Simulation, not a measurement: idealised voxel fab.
The process module presented herein is designated voxel trench capacitor.
FYI the section here is cut, 165 nm wide, cells are 5 nm squares.
The cross-sections in this document take the form of a grid made of square cells. They are written out as bands, in order from top to bottom. Each band consists of one or more rows of cells. For a band, the entry starts with two heights in nm, that of the top and then that of the bottom, and carries on with the band's materials in order from left to right, each alongside its width in nm; the word "throughout" beside a single material means it fills the band edge to edge, and "blank" means empty space. Zero point of the height axis is 0; under it, received wafer = one material. Lowest band: continues down indefinitely, "top 0, no bottom". The two numbers in a width such as "30..40" mark its ends across the band: the first belongs to the top row of cells, the second to the bottom row, and from each row to the next the width moves by the same amount. "identical to before", as given for a step, is the statement that not any cell of the cross-section underwent a change during that step. "Completely enclosed voids" specifies each empty space that is not open to the top and that occupies no fewer than 8 cells, using the form width x height at distance, the distance measured from the left edge and all three quantities in nm. Anything after a step's settings on that line? It's the simulator's own note about the step. overlay nm: how far to the right of its planned place the mask lay on this masked step (negative: to the left).
[The following list gives the planned process steps]
1) RECEIVE with material Si
2) CONFORMAL_DEP with material SiN, thk nm 10
3) MASKED_ETCH with tone open, mask id TRENCH, width nm 30, pitch nm 60, etch materials SiN, depth nm 10, overlay nm 0
4) MASKED_ETCH with tone open, mask id TRENCH, width nm 30, pitch nm 60, etch materials Si, depth nm 35, overlay nm 0
5) CONFORMAL_DEP with material Al2O3, thk nm 5
6) CONFORMAL_DEP with material TiN, thk nm 5
7) FILL_DEP with material W, thk nm 10
8) CMP with height nm 10
[So, the first of our two wafers, run just as we planned it]
[Step 1 complete: cross-section of the wafer as received]
	top 0, no bottom: Si throughout
	Completely enclosed voids: none
[The wafer, seen in cross-section, after step 2]
	top 10, bottom 0: SiN throughout
	Unchanged below 0.
[The wafer, seen in cross-section, after step 3]
	top 10, bottom 0: SiN 35 nm; blank 30 nm; SiN 30 nm; blank 30 nm; SiN 40 nm
	Unchanged below 0.
[The wafer, seen in cross-section, after step 4]
	top 10, bottom 0: SiN 35 nm; blank 30 nm; SiN 30 nm; blank 30 nm; SiN 40 nm
	top 0, bottom -35: Si 35 nm; blank 30 nm; Si 30 nm; blank 30 nm; Si 40 nm
	Unchanged below -35.
[The wafer, seen in cross-section, after step 5]
	top 15, bottom 10: Al2O3 40 nm; blank 20 nm; Al2O3 40 nm; blank 20 nm; Al2O3 45 nm
	top 10, bottom 0: SiN 35 nm; Al2O3 5 nm; blank 20 nm; Al2O3 5 nm; SiN 30 nm; Al2O3 5 nm; blank 20 nm; Al2O3 5 nm; SiN 40 nm
	top 0, bottom -30: Si 35 nm; Al2O3 5 nm; blank 20 nm; Al2O3 5 nm; Si 30 nm; Al2O3 5 nm; blank 20 nm; Al2O3 5 nm; Si 40 nm
	top -30, bottom -35: Si 35 nm; Al2O3 30 nm; Si 30 nm; Al2O3 30 nm; Si 40 nm
	Unchanged below -35.
[The wafer, seen in cross-section, after step 6]
	top 20, bottom 15: TiN 45 nm; blank 10 nm; TiN 50 nm; blank 10 nm; TiN 50 nm
	top 15, bottom 10: Al2O3 40 nm; TiN 5 nm; blank 10 nm; TiN 5 nm; Al2O3 40 nm; TiN 5 nm; blank 10 nm; TiN 5 nm; Al2O3 45 nm
	top 10, bottom 0: SiN 35 nm; Al2O3 5 nm; TiN 5 nm; blank 10 nm; TiN 5 nm; Al2O3 5 nm; SiN 30 nm; Al2O3 5 nm; TiN 5 nm; blank 10 nm; TiN 5 nm; Al2O3 5 nm; SiN 40 nm
	top 0, bottom -25: Si 35 nm; Al2O3 5 nm; TiN 5 nm; blank 10 nm; TiN 5 nm; Al2O3 5 nm; Si 30 nm; Al2O3 5 nm; TiN 5 nm; blank 10 nm; TiN 5 nm; Al2O3 5 nm; Si 40 nm
	top -25, bottom -30: Si 35 nm; Al2O3 5 nm; TiN 20 nm; Al2O3 5 nm; Si 30 nm; Al2O3 5 nm; TiN 20 nm; Al2O3 5 nm; Si 40 nm
	Unchanged below -30.
[The wafer, seen in cross-section, after step 7]
	top 30, bottom 20: W throughout
	top 20, bottom 15: TiN 45 nm; W 10 nm; TiN 50 nm; W 10 nm; TiN 50 nm
	top 15, bottom 10: Al2O3 40 nm; TiN 5 nm; W 10 nm; TiN 5 nm; Al2O3 40 nm; TiN 5 nm; W 10 nm; TiN 5 nm; Al2O3 45 nm
	top 10, bottom 0: SiN 35 nm; Al2O3 5 nm; TiN 5 nm; W 10 nm; TiN 5 nm; Al2O3 5 nm; SiN 30 nm; Al2O3 5 nm; TiN 5 nm; W 10 nm; TiN 5 nm; Al2O3 5 nm; SiN 40 nm
	top 0, bottom -25: Si 35 nm; Al2O3 5 nm; TiN 5 nm; W 10 nm; TiN 5 nm; Al2O3 5 nm; Si 30 nm; Al2O3 5 nm; TiN 5 nm; W 10 nm; TiN 5 nm; Al2O3 5 nm; Si 40 nm
	Unchanged below -25.
[The wafer, seen in cross-section, after step 8]
	top 10, bottom 0: SiN 35 nm; Al2O3 5 nm; TiN 5 nm; W 10 nm; TiN 5 nm; Al2O3 5 nm; SiN 30 nm; Al2O3 5 nm; TiN 5 nm; W 10 nm; TiN 5 nm; Al2O3 5 nm; SiN 40 nm
	Unchanged below 0.
[The second wafer began exactly as the first did and followed the same plan, but one mistake was made while running it; through step 2 inclusive, the two wafers are identical]
[Look at the second wafer in cross-section at the time step 3 ought to have finished]
	top 10, bottom 0: SiN 40 nm; blank 20 nm; SiN 40 nm; blank 20 nm; SiN 45 nm
	Unchanged below 0.
[Look at the second wafer in cross-section at the time step 4 ought to have finished]
	top 10, bottom 0: SiN 40 nm; blank 20 nm; SiN 40 nm; blank 20 nm; SiN 45 nm
	top 0, bottom -35: Si 40 nm; blank 20 nm; Si 40 nm; blank 20 nm; Si 45 nm
	Unchanged below -35.
[Look at the second wafer in cross-section at the time step 5 ought to have finished]
	top 15, bottom 10: Al2O3 45 nm; blank 10 nm; Al2O3 50 nm; blank 10 nm; Al2O3 50 nm
	top 10, bottom 0: SiN 40 nm; Al2O3 5 nm; blank 10 nm; Al2O3 5 nm; SiN 40 nm; Al2O3 5 nm; blank 10 nm; Al2O3 5 nm; SiN 45 nm
	top 0, bottom -30: Si 40 nm; Al2O3 5 nm; blank 10 nm; Al2O3 5 nm; Si 40 nm; Al2O3 5 nm; blank 10 nm; Al2O3 5 nm; Si 45 nm
	top -30, bottom -35: Si 40 nm; Al2O3 20 nm; Si 40 nm; Al2O3 20 nm; Si 45 nm
	Unchanged below -35.
[Look at the second wafer in cross-section at the time step 6 ought to have finished]
	top 20, bottom 15: TiN throughout
	top 15, bottom 10: Al2O3 45 nm; TiN 10 nm; Al2O3 50 nm; TiN 10 nm; Al2O3 50 nm
	top 10, bottom 0: SiN 40 nm; Al2O3 5 nm; TiN 10 nm; Al2O3 5 nm; SiN 40 nm; Al2O3 5 nm; TiN 10 nm; Al2O3 5 nm; SiN 45 nm
	top 0, bottom -30: Si 40 nm; Al2O3 5 nm; TiN 10 nm; Al2O3 5 nm; Si 40 nm; Al2O3 5 nm; TiN 10 nm; Al2O3 5 nm; Si 45 nm
	Unchanged below -30.
[Look at the second wafer in cross-section at the time step 7 ought to have finished]
	top 30, bottom 20: W throughout
	Unchanged below 20.
[Look at the second wafer in cross-section at the time step 8 ought to have finished]
	top 10, bottom 0: SiN 40 nm; Al2O3 5 nm; TiN 10 nm; Al2O3 5 nm; SiN 40 nm; Al2O3 5 nm; TiN 10 nm; Al2O3 5 nm; SiN 45 nm
	Unchanged below 0.
What was the processing mistake? not per plan at step 3, really ran MASKED_ETCH with tone open, mask id TRENCH, width nm 20, pitch nm 60, etch materials SiN, depth nm 10, overlay nm 0
Final cells, second wafer relative to first, materials higher or lower: Al2O3 -4 | Si +28 | SiN +8 | TiN -4 | W -28
